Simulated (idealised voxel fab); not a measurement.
Proc. module: voxel gate over fins
145 nm wide, 5 nm square cells: that's cross-section cut.
Just so we're on the same page, the cross-sections are grids of square cells, and they're listed out in bands top to bottom, each band one or more rows deep.
A band entry consists of two parts. The first gives the height of the band's top and the height of its bottom, in nm. The rest lists the band's materials from left to right, each with its width in nm. A single material labelled with the word "edge to edge" fills the band from edge to edge, and the word "air" marks empty space.
Height datum 0, below which the as-received substrate wafer is one material. Lowest band open at the bottom, running downward: "0 and below".
The two numbers in a width such as "30->40" mark its ends across the band: the first belongs to the top row of cells, the second to the bottom row, and from each row to the next the width moves by the same amount.
A step reported as "remained the same" is a step in which no cell of the cross-section changed.
The label "Enclosed void entries" introduces a list of the empty spaces, 8 cells or larger, that have no open way up to the top; each entry in it reads width x height at distance, where the distance is taken from the left edge and all three are stated in nm.
What comes after the settings on a step's line is commentary from the simulator itself on that step.
overlay nm: mask right of planned place by this much (step with mask). Neg. = left.
This section lists the process steps that were planned:
1. RECEIVE: material Si
2. CONFORMAL_DEP: material SiN, thk nm 10
3. DIRECTIONAL_DEP: material aC, thk nm 15
4. PATTERN: tone cover, mask id FINS, material resist, width nm 15, pitch nm 40, thk nm 35, overlay nm 0
5. DIRECTIONAL_ETCH: etch materials aC, depth nm 15
6. STRIP: etch materials resist
7. DIRECTIONAL_ETCH: etch materials SiN, depth nm 10
8. DIRECTIONAL_ETCH: etch materials Si, depth nm 30
9. STRIP: etch materials aC
10. OXIDIZE: depth nm 5
11. FILL_DEP: material SiO2, thk nm 10
12. CMP: height nm 10
13. SELECTIVE_ETCH: etch materials SiO2, depth nm 25
14. STRIP: etch materials SiN
15. CONFORMAL_DEP: material HfO2, thk nm 5
16. CONFORMAL_DEP: material TiN, thk nm 5
17. FILL_DEP: material W, thk nm 10
18. CMP: height nm 15
19. CONFORMAL_DEP: material SiN, thk nm 5
Received-state cross-section, reflecting completion of step 1:
0 and below | Si edge to edge
Enclosed void entries: none
Looking at the first of two wafers in cross-section at end of module - ran to plan:
20 down to 15 | SiN edge to edge
15 down to 10 | W edge to edge
10 down to 5 | W=20, TiN=25, W=15, TiN=25, W=15, TiN=25, W=20
5 down to 0 | W=20, TiN=5, HfO2=15, TiN=5, W=15, TiN=5, HfO2=15, TiN=5, W=15, TiN=5, HfO2=15, TiN=5, W=20
0 down to -5 | W=20, TiN=5, HfO2=5, Si=5, HfO2=5, TiN=5, W=15, TiN=5, HfO2=5, Si=5, HfO2=5, TiN=5, W=15, TiN=5, HfO2=5, Si=5, HfO2=5, TiN=5, W=20
-5 down to -10 | TiN=25, HfO2=5, Si=5, HfO2=5, TiN=25, HfO2=5, Si=5, HfO2=5, TiN=25, HfO2=5, Si=5, HfO2=5, TiN=25
-10 down to -15 | HfO2=30, Si=5, HfO2=35, Si=5, HfO2=35, Si=5, HfO2=30
-15 down to -35 | SiO2=30, Si=5, SiO2=35, Si=5, SiO2=35, Si=5, SiO2=30
-35 and below | Si edge to edge
Enclosed void entries: none
Module end: cross-section of wafer two of two. Same start and process plan as the first wafer. One mistake during execution:
20 down to 15 | SiN edge to edge
15 down to 10 | W edge to edge
10 down to 5 | W=20, TiN=25, W=15, TiN=25, W=15, TiN=25, W=20
5 down to 0 | W=20, TiN=5, HfO2=15, TiN=5, W=15, TiN=5, HfO2=15, TiN=5, W=15, TiN=5, HfO2=15, TiN=5, W=20
0 down to -5 | W=20, TiN=5, HfO2=5, Si=5, HfO2=5, TiN=5, W=15, TiN=5, HfO2=5, Si=5, HfO2=5, TiN=5, W=15, TiN=5, HfO2=5, Si=5, HfO2=5, TiN=5, W=20
-5 down to -10 | TiN=25, HfO2=5, Si=5, HfO2=5, TiN=25, HfO2=5, Si=5, HfO2=5, TiN=25, HfO2=5, Si=5, HfO2=5, TiN=25
-10 down to -15 | HfO2=30, Si=5, HfO2=35, Si=5, HfO2=35, Si=5, HfO2=30
-15 down to -65 | SiO2=30, Si=5, SiO2=35, Si=5, SiO2=35, Si=5, SiO2=30
-65 and below | Si edge to edge
Enclosed void entries: none
Plan not followed: yeah, plan step 8 got run twice
Counted in cells at the end, the second wafer holds more or fewer of these materials than the first: Si: 156 fewer | SiO2: 156 more
